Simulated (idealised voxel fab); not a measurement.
Name of the process module below: voxel capacitor over wiring
Cross-section cut spans 155 nm and uses square cells 5 nm in size.
Format of a cross-section: grid, square cells. Given as bands. Order: top down. Band: one or more rows of cells.
Quick guide to a band line: top height, bottom height (nm) up front; then every material left to right with its width in nm. Only one material and it's marked "everywhere"? Then it fills the band edge to edge. And "empty" just means empty space.
Heights from 0 (as-received wafer is one material below). Bottom band endless downward, as "from 0 down".
Per-row width for "30->40": begins at first number (top row of band), ends at second number (bottom row), increment between rows held constant.
No cell of the cross-section changed in a step that is given as "nothing altered".
For the entry "Closed void table", the listed items are empty spaces with no open way to the top whose size is 8 cells or more; each item follows the pattern width x height at distance, where distance is from the left edge and all three are in nm.
That trailing text on a step's line, after the settings, is the simulator's own remark on the step.
The optional step-line setting "overlay nm" applies to steps with a mask and quantifies how far to the right of its planned location the mask lay, a negative value indicating leftward placement.
Set out below are the planned steps of the process:
1) op RECEIVE | material Si
2) op CONFORMAL_DEP | material SiO2 | thk nm 15
3) op CONFORMAL_DEP | material SiCN | thk nm 5
4) op DIRECTIONAL_DEP | material SiO2 | thk nm 15
5) op PATTERN | tone open | mask id METAL_1 | material resist | width nm 25 | pitch nm 90 | thk nm 20 | overlay nm 0
6) op DIRECTIONAL_ETCH | etch materials SiO2 | depth nm 15
7) op DIRECTIONAL_ETCH | etch materials SiCN | depth nm 5
8) op STRIP | etch materials resist
9) op CONFORMAL_DEP | material TiN | thk nm 5
10) op FILL_DEP | material Ru | thk nm 10
11) op CMP | height nm 35
12) op CONFORMAL_DEP | material SiCN | thk nm 5
13) op DIRECTIONAL_DEP | material SiO2 | thk nm 15
14) op DIRECTIONAL_DEP | material aC | thk nm 10
15) op PATTERN | tone open | mask id PLUG_1 | material resist | width nm 15 | thk nm 25 | overlay nm 0
16) op DIRECTIONAL_ETCH | etch materials aC | depth nm 10
17) op STRIP | etch materials resist
18) op DIRECTIONAL_ETCH | etch materials SiO2 | depth nm 15
19) op DIRECTIONAL_ETCH | etch materials SiCN | depth nm 5
20) op STRIP | etch materials aC
21) op EPI | material Ru | thk nm 10
22) op EPI | material Ru | thk nm 10
23) op DIRECTIONAL_DEP | material TiN | thk nm 10
24) op DIRECTIONAL_DEP | material HfO2 | thk nm 5
25) op DIRECTIONAL_DEP | material TiN | thk nm 5
26) op PATTERN | tone cover | mask id UPPER_PLATE | material resist | width nm 70 | thk nm 15 | overlay nm 0
27) op DIRECTIONAL_ETCH | etch materials TiN | depth nm 5
28) op DIRECTIONAL_ETCH | etch materials HfO2 | depth nm 5
29) op STRIP | etch materials resist
30) op PATTERN | tone cover | mask id LOWER_PLATE | material resist | width nm 80 | thk nm 20 | overlay nm 0
31) op DIRECTIONAL_ETCH | etch materials TiN | depth nm 10
32) op STRIP | etch materials resist
33) op FILL_DEP | material SiO2 | thk nm 20
34) op CMP | height nm 90
35) op PATTERN | tone open | mask id PLUG_2 | material resist | width nm 15 | thk nm 20 | overlay nm 0
36) op DIRECTIONAL_ETCH | etch materials SiO2 | depth nm 5
37) op STRIP | etch materials resist
38) op CONFORMAL_DEP | material TiN | thk nm 5
39) op FILL_DEP | material Ru | thk nm 10
40) op CMP | height nm 90
41) op CONFORMAL_DEP | material SiCN | thk nm 5
For this document, wafers share an identical start and vary in the step 36 depth nm; the plan quotes the first wafer's value.
As received, i.e. after step 1: cross-section through the first of several wafers:
  from 0 down  Si everywhere
  Closed void table: none
Every row in this table is a wafer at the end of the module, and it gives, for each of the materials, the cells that wafer has gained (+) or lost (-) since it was received, then its closed voids:
depth nm 5, +14 HfO2, +30 Ru, +80 SiCN, +394 SiO2, +71 TiN, Closed void table: none
depth nm 10, +14 HfO2, +31 Ru, +80 SiCN, +391 SiO2, +73 TiN, Closed void table: none
depth nm 15, +14 HfO2, +32 Ru, +80 SiCN, +388 SiO2, +75 TiN, Closed void table: none
depth nm 20, +14 HfO2, +32 Ru, +80 SiCN, +388 SiO2, +75 TiN, Closed void table: none
depth nm 25, +14 HfO2, +32 Ru, +80 SiCN, +388 SiO2, +75 TiN, Closed void table: none
depth nm 30, +14 HfO2, +32 Ru, +80 SiCN, +388 SiO2, +75 TiN, Closed void table: none
